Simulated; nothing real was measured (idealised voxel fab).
The following is a process module called voxel self aligned vias.
240 nm wide, 5 nm square cells: that's cross-section cut.
In this document a cross-section is written as a grid of square cells. It is given as a series of bands, listed from the top down, and a band is one or more rows of cells. It is stipulated that each band's entry specify, in nanometres, the height of the top of the band and then that of its bottom, followed by the materials of the band in left-to-right sequence, each together with its width in nanometres. A single material marked by the word "full width" is understood to fill the band from edge to edge; the word "blank" is understood to denote empty space. Heights are reckoned from 0. Under this level, the received wafer is all of one material. The bottommost band is open-ended downward, for example "z 0 and below". With a width like "30->40", each row of cells in the band differs from the next by the same amount, the top row carrying the first number and the bottom row the second. "no modification", as given for a step, is the statement that not any cell of the cross-section underwent a change during that step. Listed in "Enclosed internal voids": every empty space of 8 or more cells without an open way to the top. Form: width x height at distance, the distance being from the left edge, all in nm. That trailing text on a step's line, after the settings, is the simulator's own remark on the step. Steps that use a mask can have "overlay nm" on their line. It says how far the mask sat to the right of where it was meant to be. Negative means to the left.
Plan:
| 1 | op RECEIVE | material Si |
| 2 | op CONFORMAL_DEP | material SiO2 | thk nm 10 |
| 3 | op CONFORMAL_DEP | material SiCN | thk nm 5 |
| 4 | op DIRECTIONAL_DEP | material SiO2 | thk nm 20 |
| 5 | op PATTERN | tone open | mask id LINES | material resist | width nm 25 | pitch nm 60 | thk nm 20 | overlay nm 0 |
| 6 | op DIRECTIONAL_ETCH | etch materials SiO2 | depth nm 20 |
| 7 | op STRIP | etch materials resist |
| 8 | op CONFORMAL_DEP | material TiN | thk nm 5 |
| 9 | op FILL_DEP | material W | thk nm 10 |
| 10 | op CMP | height nm 35 |
| 11 | op SELECTIVE_ETCH | etch materials W Ru TiN | depth nm 10 |
| 12 | op FILL_DEP | material SiN | thk nm 10 |
| 13 | op CMP | height nm 35 |
| 14 | op DIRECTIONAL_DEP | material SiO2 | thk nm 20 |
| 15 | op DIRECTIONAL_DEP | material aC | thk nm 15 |
| 16 | op PATTERN | tone open | mask id VIAS | material resist | width nm 35 | thk nm 35 | overlay nm 0 |
| 17 | op DIRECTIONAL_ETCH | etch materials aC | depth nm 15 |
| 18 | op STRIP | etch materials resist |
| 19 | op DIRECTIONAL_ETCH | etch materials SiO2 | depth nm 10 |
| 20 | op DIRECTIONAL_ETCH | etch materials SiN | depth nm 10 |
| 21 | op STRIP | etch materials aC |
| 22 | op CONFORMAL_DEP | material TiN | thk nm 5 |
| 23 | op FILL_DEP | material Ru | thk nm 10 |
| 24 | op CMP | height nm 55 |
| 25 | op CONFORMAL_DEP | material SiN | thk nm 5 |
The plan shows the depth nm of step 19 as the first wafer had it; this setting differs between the wafers, which start out alike.
Cross-section: the first of several wafers in its as-received state, i.e. following step 1:
z 0 and below | Si full width
Enclosed internal voids: none
End-of-module cross-section, first of several wafers, after last step 25:
z 60 to 55 | SiN full width
z 55 to 50 | 70 SiO2, 5 TiN, 25 Ru, 5 TiN, 135 SiO2
z 50 to 45 | 70 SiO2, 35 TiN, 135 SiO2
z 45 to 35 | SiO2 full width
z 35 to 25 | 75 SiO2, 25 SiN, 35 SiO2, 25 SiN, 80 SiO2
z 25 to 20 | 75 SiO2, 5 TiN, 15 W, 5 TiN, 35 SiO2, 5 TiN, 15 W, 5 TiN, 80 SiO2
z 20 to 15 | 75 SiO2, 25 TiN, 35 SiO2, 25 TiN, 80 SiO2
z 15 to 10 | SiCN full width
z 10 to 0 | SiO2 full width
z 0 and below | Si full width
Enclosed internal voids: none
End of module: cross-section, last of several wafers:
z 60 to 55 | SiN full width
z 55 to 35 | 70 SiO2, 5 TiN, 25 Ru, 5 TiN, 135 SiO2
z 35 to 30 | 70 SiO2, 5 TiN, 25 Ru, 5 TiN, 30 SiO2, 25 SiN, 80 SiO2
z 30 to 25 | 70 SiO2, 35 TiN, 30 SiO2, 25 SiN, 80 SiO2
z 25 to 20 | 70 SiO2, 10 TiN, 15 W, 10 TiN, 30 SiO2, 5 TiN, 15 W, 5 TiN, 80 SiO2
z 20 to 15 | 75 SiO2, 25 TiN, 35 SiO2, 25 TiN, 80 SiO2
z 15 to 10 | SiCN full width
z 10 to 0 | SiO2 full width
z 0 and below | Si full width
Enclosed internal voids: none
Each row below is a wafer at the end of the module, listing for every material the number of cells it has gained (+) or lost (-) since it was received, followed by its closed voids:
depth nm 10; +5 Ru; +48 SiCN; +68 SiN; +426 SiO2; +23 TiN; +6 W; Enclosed internal voids: none
depth nm 15; +10 Ru; +48 SiCN; +68 SiN; +419 SiO2; +25 TiN; +6 W; Enclosed internal voids: none
depth nm 20; +21 Ru; +48 SiCN; +58 SiN; +412 SiO2; +31 TiN; +6 W; Enclosed internal voids: none
depth nm 25; +23 Ru; +48 SiCN; +58 SiN; +410 SiO2; +31 TiN; +6 W; Enclosed internal voids: none
depth nm 30; +25 Ru; +48 SiCN; +58 SiN; +408 SiO2; +31 TiN; +6 W; Enclosed internal voids: none
depth nm 35; +25 Ru; +48 SiCN; +58 SiN; +406 SiO2; +33 TiN; +6 W; Enclosed internal voids: none
